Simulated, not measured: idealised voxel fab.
This is a process module. Its name is voxel transistor to metal.
Displayed cross-section: cut, width of 195 nm, square cells sized 5 nm.
Cross-section format: a grid of square cells, given as bands from top to bottom; each band is one or more rows of cells. Band: top height; bottom height; in nm. Then, left to right: material with width in nm, for each material. "throughout": a single material spanning edge to edge. "air": empty space. Below 0: as-received wafer, all one material; heights counted from there. Lowest band: no bottom, goes on down, written "0 -> down". Graded width ("30 to 40"): value in top row of band = first number; value in bottom row = second number; row-to-row change constant. For the purposes of this document, the phrase "remained the same" attached to a step denotes that no cell within the cross-section was modified by that step. The entry "Voids, enclosed" lists the empty spaces that cover at least 8 cells and have no open path to the top. Each is written as width x height at distance, where the distance is measured from the left edge and all three values are in nm. Whatever follows a step's settings on its line is a remark the simulator itself makes about that step. overlay nm: mask right of planned place by this much (step with mask). Neg. = left.

## The following list gives the planned process steps
| 1 | RECEIVE with material Si |
| 2 | OXIDIZE with depth nm 5 |
| 3 | CONFORMAL_DEP with material SiN, thk nm 10 |
| 4 | PATTERN with tone cover, mask id ACTIVE, material resist, width nm 115, thk nm 20, overlay nm 0 |
| 5 | DIRECTIONAL_ETCH with etch materials SiN, depth nm 10 |
| 6 | DIRECTIONAL_ETCH with etch materials SiO2, depth nm 5 |
| 7 | DIRECTIONAL_ETCH with etch materials Si, depth nm 35 |
| 8 | STRIP with etch materials resist |
| 9 | FILL_DEP with material SiO2, thk nm 5 |
| 10 | CMP with height nm 10 |
| 11 | SELECTIVE_ETCH with etch materials SiO2, depth nm 10 |
| 12 | STRIP with etch materials SiN |
| 13 | SELECTIVE_ETCH with etch materials SiO2, depth nm 5 |
| 14 | OXIDIZE with depth nm 5 |
| 15 | DIRECTIONAL_DEP with material polySi, thk nm 20 |
| 16 | DIRECTIONAL_DEP with material SiCN, thk nm 10 |
| 17 | MASKED_ETCH with tone cover, mask id GATE, width nm 25, etch materials SiCN, depth nm 20, overlay nm 0 |
| 18 | MASKED_ETCH with tone cover, mask id GATE, width nm 25, etch materials polySi, depth nm 30, overlay nm 0 |
| 19 | CONFORMAL_DEP with material SiN, thk nm 10 |
| 20 | DIRECTIONAL_ETCH with etch materials SiN, depth nm 10 |
| 21 | DIRECTIONAL_ETCH with etch materials SiO2, depth nm 5 |
| 22 | DIRECTIONAL_ETCH with etch materials Si, depth nm 10 |
| 23 | EPI with material SiGe, thk nm 10 |
| 24 | FILL_DEP with material SiO2, thk nm 5 |
| 25 | CMP with height nm 15 |
| 26 | STRIP with etch materials polySi |
| 27 | SELECTIVE_ETCH with etch materials SiO2, depth nm 5 |
| 28 | CONFORMAL_DEP with material HfO2, thk nm 5 |
| 29 | CONFORMAL_DEP with material TiN, thk nm 5 |
| 30 | FILL_DEP with material W, thk nm 10 |
| 31 | CMP with height nm 10 |
| 32 | DIRECTIONAL_DEP with material SiO2, thk nm 15 |
| 33 | MASKED_ETCH with tone open, mask id CONTACT, width nm 20, pitch nm 75, etch materials SiO2, depth nm 35, overlay nm 0 |
| 34 | CONFORMAL_DEP with material TiN, thk nm 5 |
| 35 | FILL_DEP with material W, thk nm 10 |
| 36 | CMP with height nm 25 |
| 37 | DIRECTIONAL_DEP with material TiN, thk nm 5 |
| 38 | DIRECTIONAL_DEP with material W, thk nm 20 |
| 39 | PATTERN with tone cover, mask id METAL_1, material resist, width nm 20, pitch nm 75, thk nm 15, overlay nm 0 |
| 40 | DIRECTIONAL_ETCH with etch materials W, depth nm 20 |
| 41 | DIRECTIONAL_ETCH with etch materials TiN, depth nm 5 |
| 42 | STRIP with etch materials resist |
| 43 | CONFORMAL_DEP with material SiN, thk nm 5 |
| 44 | FILL_DEP with material lowk, thk nm 5 |
| 45 | CMP with height nm 50 |
| 46 | CONFORMAL_DEP with material SiCN, thk nm 5 |

## Run as planned: first of two wafers

## Cross-section of the wafer at receipt, which is the condition after step 1
0 -> down: Si throughout
Voids, enclosed: none

## Wafer section view after processing step 2
0 -> -5: SiO2 throughout
Everything under -5 stays put, no change at all.

## Wafer section view after processing step 3
10 -> 0: SiN throughout
Everything under 0 stays put, no change at all.

## Wafer section view after processing step 4
30 -> 10: air 40; resist 115; air 40
Everything under 10 stays put, no change at all.

## Wafer section view after processing step 5
30 -> 10: air 40; resist 115; air 40
10 -> 0: air 40; SiN 115; air 40
Everything under 0 stays put, no change at all.

## Wafer section view after processing step 6
30 -> 10: air 40; resist 115; air 40
10 -> 0: air 40; SiN 115; air 40
0 -> -5: air 40; SiO2 115; air 40
Everything under -5 stays put, no change at all.

## Wafer section view after processing step 7
30 -> 10: air 40; resist 115; air 40
10 -> 0: air 40; SiN 115; air 40
0 -> -5: air 40; SiO2 115; air 40
-5 -> -40: air 40; Si 115; air 40
Everything under -40 stays put, no change at all.

## Wafer section view after processing step 8
10 -> 0: air 40; SiN 115; air 40
Everything under 0 stays put, no change at all.

## Wafer section view after processing step 9
15 -> 10: SiO2 throughout
10 -> 0: SiO2 40; SiN 115; SiO2 40
0 -> -5: SiO2 throughout
-5 -> -40: SiO2 40; Si 115; SiO2 40
Everything under -40 stays put, no change at all.

## Wafer section view after processing step 10
10 -> 0: SiO2 40; SiN 115; SiO2 40
Everything under 0 stays put, no change at all.

## Wafer section view after processing step 11
10 -> 0: air 40; SiN 115; air 40
Everything under 0 stays put, no change at all.

## Wafer section view after processing step 12
0 -> -5: SiO2 throughout
Everything under -5 stays put, no change at all.

## Wafer section view after processing step 13
-5 -> -40: SiO2 40; Si 115; SiO2 40
Everything under -40 stays put, no change at all.

## Wafer section view after processing step 14
-5 -> -10: SiO2 throughout
Everything under -10 stays put, no change at all.

## Wafer section view after processing step 15
15 -> -5: polySi throughout
Everything under -5 stays put, no change at all.

## Wafer section view after processing step 16
25 -> 15: SiCN throughout
Everything under 15 stays put, no change at all.

## Wafer section view after processing step 17
25 -> 15: air 85; SiCN 25; air 85
Everything under 15 stays put, no change at all.

## Wafer section view after processing step 18
25 -> 15: air 85; SiCN 25; air 85
15 -> -5: air 85; polySi 25; air 85
Everything under -5 stays put, no change at all.

## Wafer section view after processing step 19
35 -> 25: air 75; SiN 45; air 75
25 -> 15: air 75; SiN 10; SiCN 25; SiN 10; air 75
15 -> 5: air 75; SiN 10; polySi 25; SiN 10; air 75
5 -> -5: SiN 85; polySi 25; SiN 85
Everything under -5 stays put, no change at all.

## Wafer section view after processing step 20
25 -> 15: air 75; SiN 10; SiCN 25; SiN 10; air 75
15 -> -5: air 75; SiN 10; polySi 25; SiN 10; air 75
Everything under -5 stays put, no change at all.

## Wafer section view after processing step 21
25 -> 15: air 75; SiN 10; SiCN 25; SiN 10; air 75
15 -> -5: air 75; SiN 10; polySi 25; SiN 10; air 75
-5 -> -10: air 75; SiO2 45; air 75
Everything under -10 stays put, no change at all.

## Wafer section view after processing step 22
25 -> 15: air 75; SiN 10; SiCN 25; SiN 10; air 75
15 -> -5: air 75; SiN 10; polySi 25; SiN 10; air 75
-5 -> -10: air 75; SiO2 45; air 75
-10 -> -20: SiO2 40; air 35; Si 45; air 35; SiO2 40
Everything under -20 stays put, no change at all.

## Wafer section view after processing step 23
25 -> 15: air 75; SiN 10; SiCN 25; SiN 10; air 75
15 -> 0: air 75; SiN 10; polySi 25; SiN 10; air 75
0 -> -5: air 65; SiGe 10; SiN 10; polySi 25; SiN 10; SiGe 10; air 65
-5 -> -10: air 65; SiGe 10; SiO2 45; SiGe 10; air 65
-10 -> -20: SiO2 40; SiGe 35; Si 45; SiGe 35; SiO2 40
Everything under -20 stays put, no change at all.

## Wafer section view after processing step 24
30 -> 25: SiO2 throughout
25 -> 15: SiO2 75; SiN 10; SiCN 25; SiN 10; SiO2 75
15 -> 0: SiO2 75; SiN 10; polySi 25; SiN 10; SiO2 75
0 -> -5: SiO2 65; SiGe 10; SiN 10; polySi 25; SiN 10; SiGe 10; SiO2 65
-5 -> -10: SiO2 65; SiGe 10; SiO2 45; SiGe 10; SiO2 65
Everything under -10 stays put, no change at all.

## Wafer section view after processing step 25
15 -> 0: SiO2 75; SiN 10; polySi 25; SiN 10; SiO2 75
Everything under 0 stays put, no change at all.

## Wafer section view after processing step 26
15 -> 0: SiO2 75; SiN 10; air 25; SiN 10; SiO2 75
0 -> -5: SiO2 65; SiGe 10; SiN 10; air 25; SiN 10; SiGe 10; SiO2 65
Everything under -5 stays put, no change at all.

## Wafer section view after processing step 27
15 -> 10: air 75; SiN 10; air 25; SiN 10; air 75
10 -> 0: SiO2 75; SiN 10; air 25; SiN 10; SiO2 75
0 -> -5: SiO2 65; SiGe 10; SiN 10; air 25; SiN 10; SiGe 10; SiO2 65
-5 -> -10: SiO2 65; SiGe 10; SiO2 5; air 35; SiO2 5; SiGe 10; SiO2 65
Everything under -10 stays put, no change at all.

## Wafer section view after processing step 28
20 -> 15: air 70; HfO2 20; air 15; HfO2 20; air 70
15 -> 10: HfO2 75; SiN 10; HfO2 5; air 15; HfO2 5; SiN 10; HfO2 75
10 -> 0: SiO2 75; SiN 10; HfO2 5; air 15; HfO2 5; SiN 10; SiO2 75
0 -> -5: SiO2 65; SiGe 10; SiN 10; HfO2 5; air 15; HfO2 5; SiN 10; SiGe 10; SiO2 65
-5 -> -10: SiO2 65; SiGe 10; SiO2 5; HfO2 35; SiO2 5; SiGe 10; SiO2 65
Everything under -10 stays put, no change at all.

## Wafer section view after processing step 29
25 -> 20: air 65; TiN 30; air 5; TiN 30; air 65
20 -> 15: TiN 70; HfO2 20; TiN 5; air 5; TiN 5; HfO2 20; TiN 70
15 -> 10: HfO2 75; SiN 10; HfO2 5; TiN 5; air 5; TiN 5; HfO2 5; SiN 10; HfO2 75
10 -> 0: SiO2 75; SiN 10; HfO2 5; TiN 5; air 5; TiN 5; HfO2 5; SiN 10; SiO2 75
0 -> -5: SiO2 65; SiGe 10; SiN 10; HfO2 5; TiN 15; HfO2 5; SiN 10; SiGe 10; SiO2 65
Everything under -5 stays put, no change at all.

## Wafer section view after processing step 30
35 -> 25: W throughout
25 -> 20: W 65; TiN 30; W 5; TiN 30; W 65
20 -> 15: TiN 70; HfO2 20; TiN 5; W 5; TiN 5; HfO2 20; TiN 70
15 -> 10: HfO2 75; SiN 10; HfO2 5; TiN 5; W 5; TiN 5; HfO2 5; SiN 10; HfO2 75
10 -> 0: SiO2 75; SiN 10; HfO2 5; TiN 5; W 5; TiN 5; HfO2 5; SiN 10; SiO2 75
Everything under 0 stays put, no change at all.

## Wafer section view after processing step 31
10 -> 0: SiO2 75; SiN 10; HfO2 5; TiN 5; W 5; TiN 5; HfO2 5; SiN 10; SiO2 75
Everything under 0 stays put, no change at all.

## Wafer section view after processing step 32
25 -> 10: SiO2 throughout
Everything under 10 stays put, no change at all.

## Wafer section view after processing step 33
25 -> 10: SiO2 50; air 20; SiO2 55; air 20; SiO2 50
10 -> 0: SiO2 50; air 20; SiO2 5; SiN 10; HfO2 5; TiN 5; W 5; TiN 5; HfO2 5; SiN 10; SiO2 5; air 20; SiO2 50
0 -> -5: SiO2 50; air 15; SiGe 10; SiN 10; HfO2 5; TiN 15; HfO2 5; SiN 10; SiGe 10; air 15; SiO2 50
-5 -> -10: SiO2 50; air 15; SiGe 10; SiO2 5; HfO2 35; SiO2 5; SiGe 10; air 15; SiO2 50
Everything under -10 stays put, no change at all.

## Wafer section view after processing step 34
30 -> 25: TiN 55; air 10; TiN 65; air 10; TiN 55
25 -> 10: SiO2 50; TiN 5; air 10; TiN 5; SiO2 55; TiN 5; air 10; TiN 5; SiO2 50
10 -> 0: SiO2 50; TiN 5; air 10 to 5; TiN 5 to 10; SiO2 5; SiN 10; HfO2 5; TiN 5; W 5; TiN 5; HfO2 5; SiN 10; SiO2 5; TiN 5 to 10; air 10 to 5; TiN 5; SiO2 50
0 -> -5: SiO2 50; TiN 5; air 5; TiN 5; SiGe 10; SiN 10; HfO2 5; TiN 15; HfO2 5; SiN 10; SiGe 10; TiN 5; air 5; TiN 5; SiO2 50
-5 -> -10: SiO2 50; TiN 15; SiGe 10; SiO2 5; HfO2 35; SiO2 5; SiGe 10; TiN 15; SiO2 50
Everything under -10 stays put, no change at all.

## Wafer section view after processing step 35
40 -> 30: W throughout
30 -> 25: TiN 55; W 10; TiN 65; W 10; TiN 55
25 -> 10: SiO2 50; TiN 5; W 10; TiN 5; SiO2 55; TiN 5; W 10; TiN 5; SiO2 50
10 -> 0: SiO2 50; TiN 5; W 10 to 5; TiN 5 to 10; SiO2 5; SiN 10; HfO2 5; TiN 5; W 5; TiN 5; HfO2 5; SiN 10; SiO2 5; TiN 5 to 10; W 10 to 5; TiN 5; SiO2 50
0 -> -5: SiO2 50; TiN 5; W 5; TiN 5; SiGe 10; SiN 10; HfO2 5; TiN 15; HfO2 5; SiN 10; SiGe 10; TiN 5; W 5; TiN 5; SiO2 50
Everything under -5 stays put, no change at all.

## Wafer section view after processing step 36
25 -> 10: SiO2 50; TiN 5; W 10; TiN 5; SiO2 55; TiN 5; W 10; TiN 5; SiO2 50
Everything under 10 stays put, no change at all.

## Wafer section view after processing step 37
30 -> 25: TiN throughout
Everything under 25 stays put, no change at all.

## Wafer section view after processing step 38
50 -> 30: W throughout
Everything under 30 stays put, no change at all.

## Wafer section view after processing step 39
65 -> 50: air 50; resist 20; air 55; resist 20; air 50
Everything under 50 stays put, no change at all.

## Wafer section view after processing step 40
65 -> 50: air 50; resist 20; air 55; resist 20; air 50
50 -> 30: air 50; W 20; air 55; W 20; air 50
Everything under 30 stays put, no change at all.

## Wafer section view after processing step 41
65 -> 50: air 50; resist 20; air 55; resist 20; air 50
50 -> 30: air 50; W 20; air 55; W 20; air 50
30 -> 25: air 50; TiN 20; air 55; TiN 20; air 50
Everything under 25 stays put, no change at all.

## Wafer section view after processing step 42
50 -> 30: air 50; W 20; air 55; W 20; air 50
Everything under 30 stays put, no change at all.

## Wafer section view after processing step 43
55 -> 50: air 45; SiN 30; air 45; SiN 30; air 45
50 -> 30: air 45; SiN 5; W 20; SiN 5; air 45; SiN 5; W 20; SiN 5; air 45
30 -> 25: SiN 50; TiN 20; SiN 55; TiN 20; SiN 50
Everything under 25 stays put, no change at all.

## Wafer section view after processing step 44
60 -> 55: lowk throughout
55 -> 50: lowk 45; SiN 30; lowk 45; SiN 30; lowk 45
50 -> 30: lowk 45; SiN 5; W 20; SiN 5; lowk 45; SiN 5; W 20; SiN 5; lowk 45
Everything under 30 stays put, no change at all.

## Wafer section view after processing step 45
50 -> 30: lowk 45; SiN 5; W 20; SiN 5; lowk 45; SiN 5; W 20; SiN 5; lowk 45
Everything under 30 stays put, no change at all.

## Wafer section view after processing step 46
55 -> 50: SiCN throughout
Everything under 50 stays put, no change at all.

## Here the second wafer is described. Its start and its plan were those of the first wafer. Its run contained one mistake. Up to and including step 6, it did exactly what the first wafer did

## Second wafer, cut view, end of step 7 per plan
30 -> 10: air 40; resist 115; air 40
10 -> 0: air 40; SiN 115; air 40
0 -> -5: air 40; SiO2 115; air 40
-5 -> -75: air 40; Si 115; air 40
Everything under -75 stays put, no change at all.

## Second wafer, cut view, end of step 8 per plan
10 -> 0: air 40; SiN 115; air 40
Everything under 0 stays put, no change at all.

## Second wafer, cut view, end of step 9 per plan
15 -> 10: SiO2 throughout
10 -> 0: SiO2 40; SiN 115; SiO2 40
0 -> -5: SiO2 throughout
-5 -> -75: SiO2 40; Si 115; SiO2 40
Everything under -75 stays put, no change at all.

## Second wafer, cut view, end of step 10 per plan
10 -> 0: SiO2 40; SiN 115; SiO2 40
Everything under 0 stays put, no change at all.

## Second wafer, cut view, end of step 11 per plan
10 -> 0: air 40; SiN 115; air 40
Everything under 0 stays put, no change at all.

## Second wafer, cut view, end of step 12 per plan
0 -> -5: SiO2 throughout
Everything under -5 stays put, no change at all.

## Second wafer, cut view, end of step 13 per plan
-5 -> -75: SiO2 40; Si 115; SiO2 40
Everything under -75 stays put, no change at all.

## Second wafer, cut view, end of step 14 per plan
-5 -> -10: SiO2 throughout
Everything under -10 stays put, no change at all.

## Second wafer, cut view, end of step 15 per plan
15 -> -5: polySi throughout
Everything under -5 stays put, no change at all.

## Second wafer, cut view, end of step 16 per plan
25 -> 15: SiCN throughout
Everything under 15 stays put, no change at all.

## Second wafer, cut view, end of step 17 per plan
25 -> 15: air 85; SiCN 25; air 85
Everything under 15 stays put, no change at all.

## Second wafer, cut view, end of step 18 per plan
25 -> 15: air 85; SiCN 25; air 85
15 -> -5: air 85; polySi 25; air 85
Everything under -5 stays put, no change at all.

## Second wafer, cut view, end of step 19 per plan
35 -> 25: air 75; SiN 45; air 75
25 -> 15: air 75; SiN 10; SiCN 25; SiN 10; air 75
15 -> 5: air 75; SiN 10; polySi 25; SiN 10; air 75
5 -> -5: SiN 85; polySi 25; SiN 85
Everything under -5 stays put, no change at all.

## Second wafer, cut view, end of step 20 per plan
25 -> 15: air 75; SiN 10; SiCN 25; SiN 10; air 75
15 -> -5: air 75; SiN 10; polySi 25; SiN 10; air 75
Everything under -5 stays put, no change at all.

## Second wafer, cut view, end of step 21 per plan
25 -> 15: air 75; SiN 10; SiCN 25; SiN 10; air 75
15 -> -5: air 75; SiN 10; polySi 25; SiN 10; air 75
-5 -> -10: air 75; SiO2 45; air 75
Everything under -10 stays put, no change at all.

## Second wafer, cut view, end of step 22 per plan
25 -> 15: air 75; SiN 10; SiCN 25; SiN 10; air 75
15 -> -5: air 75; SiN 10; polySi 25; SiN 10; air 75
-5 -> -10: air 75; SiO2 45; air 75
-10 -> -20: SiO2 40; air 35; Si 45; air 35; SiO2 40
Everything under -20 stays put, no change at all.

## Second wafer, cut view, end of step 23 per plan
25 -> 15: air 75; SiN 10; SiCN 25; SiN 10; air 75
15 -> 0: air 75; SiN 10; polySi 25; SiN 10; air 75
0 -> -5: air 65; SiGe 10; SiN 10; polySi 25; SiN 10; SiGe 10; air 65
-5 -> -10: air 65; SiGe 10; SiO2 45; SiGe 10; air 65
-10 -> -20: SiO2 40; SiGe 35; Si 45; SiGe 35; SiO2 40
Everything under -20 stays put, no change at all.

## Second wafer, cut view, end of step 24 per plan
30 -> 25: SiO2 throughout
25 -> 15: SiO2 75; SiN 10; SiCN 25; SiN 10; SiO2 75
15 -> 0: SiO2 75; SiN 10; polySi 25; SiN 10; SiO2 75
0 -> -5: SiO2 65; SiGe 10; SiN 10; polySi 25; SiN 10; SiGe 10; SiO2 65
-5 -> -10: SiO2 65; SiGe 10; SiO2 45; SiGe 10; SiO2 65
Everything under -10 stays put, no change at all.

## Second wafer, cut view, end of step 25 per plan
15 -> 0: SiO2 75; SiN 10; polySi 25; SiN 10; SiO2 75
Everything under 0 stays put, no change at all.

## Second wafer, cut view, end of step 26 per plan
15 -> 0: SiO2 75; SiN 10; air 25; SiN 10; SiO2 75
0 -> -5: SiO2 65; SiGe 10; SiN 10; air 25; SiN 10; SiGe 10; SiO2 65
Everything under -5 stays put, no change at all.

## Second wafer, cut view, end of step 27 per plan
15 -> 10: air 75; SiN 10; air 25; SiN 10; air 75
10 -> 0: SiO2 75; SiN 10; air 25; SiN 10; SiO2 75
0 -> -5: SiO2 65; SiGe 10; SiN 10; air 25; SiN 10; SiGe 10; SiO2 65
-5 -> -10: SiO2 65; SiGe 10; SiO2 5; air 35; SiO2 5; SiGe 10; SiO2 65
Everything under -10 stays put, no change at all.

## Second wafer, cut view, end of step 28 per plan
20 -> 15: air 70; HfO2 20; air 15; HfO2 20; air 70
15 -> 10: HfO2 75; SiN 10; HfO2 5; air 15; HfO2 5; SiN 10; HfO2 75
10 -> 0: SiO2 75; SiN 10; HfO2 5; air 15; HfO2 5; SiN 10; SiO2 75
0 -> -5: SiO2 65; SiGe 10; SiN 10; HfO2 5; air 15; HfO2 5; SiN 10; SiGe 10; SiO2 65
-5 -> -10: SiO2 65; SiGe 10; SiO2 5; HfO2 35; SiO2 5; SiGe 10; SiO2 65
Everything under -10 stays put, no change at all.

## Second wafer, cut view, end of step 29 per plan
25 -> 20: air 65; TiN 30; air 5; TiN 30; air 65
20 -> 15: TiN 70; HfO2 20; TiN 5; air 5; TiN 5; HfO2 20; TiN 70
15 -> 10: HfO2 75; SiN 10; HfO2 5; TiN 5; air 5; TiN 5; HfO2 5; SiN 10; HfO2 75
10 -> 0: SiO2 75; SiN 10; HfO2 5; TiN 5; air 5; TiN 5; HfO2 5; SiN 10; SiO2 75
0 -> -5: SiO2 65; SiGe 10; SiN 10; HfO2 5; TiN 15; HfO2 5; SiN 10; SiGe 10; SiO2 65
Everything under -5 stays put, no change at all.

## Second wafer, cut view, end of step 30 per plan
35 -> 25: W throughout
25 -> 20: W 65; TiN 30; W 5; TiN 30; W 65
20 -> 15: TiN 70; HfO2 20; TiN 5; W 5; TiN 5; HfO2 20; TiN 70
15 -> 10: HfO2 75; SiN 10; HfO2 5; TiN 5; W 5; TiN 5; HfO2 5; SiN 10; HfO2 75
10 -> 0: SiO2 75; SiN 10; HfO2 5; TiN 5; W 5; TiN 5; HfO2 5; SiN 10; SiO2 75
Everything under 0 stays put, no change at all.

## Second wafer, cut view, end of step 31 per plan
10 -> 0: SiO2 75; SiN 10; HfO2 5; TiN 5; W 5; TiN 5; HfO2 5; SiN 10; SiO2 75
Everything under 0 stays put, no change at all.

## Second wafer, cut view, end of step 32 per plan
25 -> 10: SiO2 throughout
Everything under 10 stays put, no change at all.

## Second wafer, cut view, end of step 33 per plan
25 -> 10: SiO2 50; air 20; SiO2 55; air 20; SiO2 50
10 -> 0: SiO2 50; air 20; SiO2 5; SiN 10; HfO2 5; TiN 5; W 5; TiN 5; HfO2 5; SiN 10; SiO2 5; air 20; SiO2 50
0 -> -5: SiO2 50; air 15; SiGe 10; SiN 10; HfO2 5; TiN 15; HfO2 5; SiN 10; SiGe 10; air 15; SiO2 50
-5 -> -10: SiO2 50; air 15; SiGe 10; SiO2 5; HfO2 35; SiO2 5; SiGe 10; air 15; SiO2 50
Everything under -10 stays put, no change at all.

## Second wafer, cut view, end of step 34 per plan
30 -> 25: TiN 55; air 10; TiN 65; air 10; TiN 55
25 -> 10: SiO2 50; TiN 5; air 10; TiN 5; SiO2 55; TiN 5; air 10; TiN 5; SiO2 50
10 -> 0: SiO2 50; TiN 5; air 10 to 5; TiN 5 to 10; SiO2 5; SiN 10; HfO2 5; TiN 5; W 5; TiN 5; HfO2 5; SiN 10; SiO2 5; TiN 5 to 10; air 10 to 5; TiN 5; SiO2 50
0 -> -5: SiO2 50; TiN 5; air 5; TiN 5; SiGe 10; SiN 10; HfO2 5; TiN 15; HfO2 5; SiN 10; SiGe 10; TiN 5; air 5; TiN 5; SiO2 50
-5 -> -10: SiO2 50; TiN 15; SiGe 10; SiO2 5; HfO2 35; SiO2 5; SiGe 10; TiN 15; SiO2 50
Everything under -10 stays put, no change at all.

## Second wafer, cut view, end of step 35 per plan
40 -> 30: W throughout
30 -> 25: TiN 55; W 10; TiN 65; W 10; TiN 55
25 -> 10: SiO2 50; TiN 5; W 10; TiN 5; SiO2 55; TiN 5; W 10; TiN 5; SiO2 50
10 -> 0: SiO2 50; TiN 5; W 10 to 5; TiN 5 to 10; SiO2 5; SiN 10; HfO2 5; TiN 5; W 5; TiN 5; HfO2 5; SiN 10; SiO2 5; TiN 5 to 10; W 10 to 5; TiN 5; SiO2 50
0 -> -5: SiO2 50; TiN 5; W 5; TiN 5; SiGe 10; SiN 10; HfO2 5; TiN 15; HfO2 5; SiN 10; SiGe 10; TiN 5; W 5; TiN 5; SiO2 50
Everything under -5 stays put, no change at all.

## Second wafer, cut view, end of step 36 per plan
25 -> 10: SiO2 50; TiN 5; W 10; TiN 5; SiO2 55; TiN 5; W 10; TiN 5; SiO2 50
Everything under 10 stays put, no change at all.

## Second wafer, cut view, end of step 37 per plan
30 -> 25: TiN throughout
Everything under 25 stays put, no change at all.

## Second wafer, cut view, end of step 38 per plan
50 -> 30: W throughout
Everything under 30 stays put, no change at all.

## Second wafer, cut view, end of step 39 per plan
65 -> 50: air 50; resist 20; air 55; resist 20; air 50
Everything under 50 stays put, no change at all.

## Second wafer, cut view, end of step 40 per plan
65 -> 50: air 50; resist 20; air 55; resist 20; air 50
50 -> 30: air 50; W 20; air 55; W 20; air 50
Everything under 30 stays put, no change at all.

## Second wafer, cut view, end of step 41 per plan
65 -> 50: air 50; resist 20; air 55; resist 20; air 50
50 -> 30: air 50; W 20; air 55; W 20; air 50
30 -> 25: air 50; TiN 20; air 55; TiN 20; air 50
Everything under 25 stays put, no change at all.

## Second wafer, cut view, end of step 42 per plan
50 -> 30: air 50; W 20; air 55; W 20; air 50
Everything under 30 stays put, no change at all.

## Second wafer, cut view, end of step 43 per plan
55 -> 50: air 45; SiN 30; air 45; SiN 30; air 45
50 -> 30: air 45; SiN 5; W 20; SiN 5; air 45; SiN 5; W 20; SiN 5; air 45
30 -> 25: SiN 50; TiN 20; SiN 55; TiN 20; SiN 50
Everything under 25 stays put, no change at all.

## Second wafer, cut view, end of step 44 per plan
60 -> 55: lowk throughout
55 -> 50: lowk 45; SiN 30; lowk 45; SiN 30; lowk 45
50 -> 30: lowk 45; SiN 5; W 20; SiN 5; lowk 45; SiN 5; W 20; SiN 5; lowk 45
Everything under 30 stays put, no change at all.

## Second wafer, cut view, end of step 45 per plan
50 -> 30: lowk 45; SiN 5; W 20; SiN 5; lowk 45; SiN 5; W 20; SiN 5; lowk 45
Everything under 30 stays put, no change at all.

## Second wafer, cut view, end of step 46 per plan
55 -> 50: SiCN throughout
Everything under 50 stays put, no change at all.
Heads up, the wafer didn't run the way we planned it: twice over, step 7 of the plan was run
In the final state, the cell counts of the second wafer exceed or fall short of those of the first for the following materials: 112 fewer of Si | 112 more of SiO2
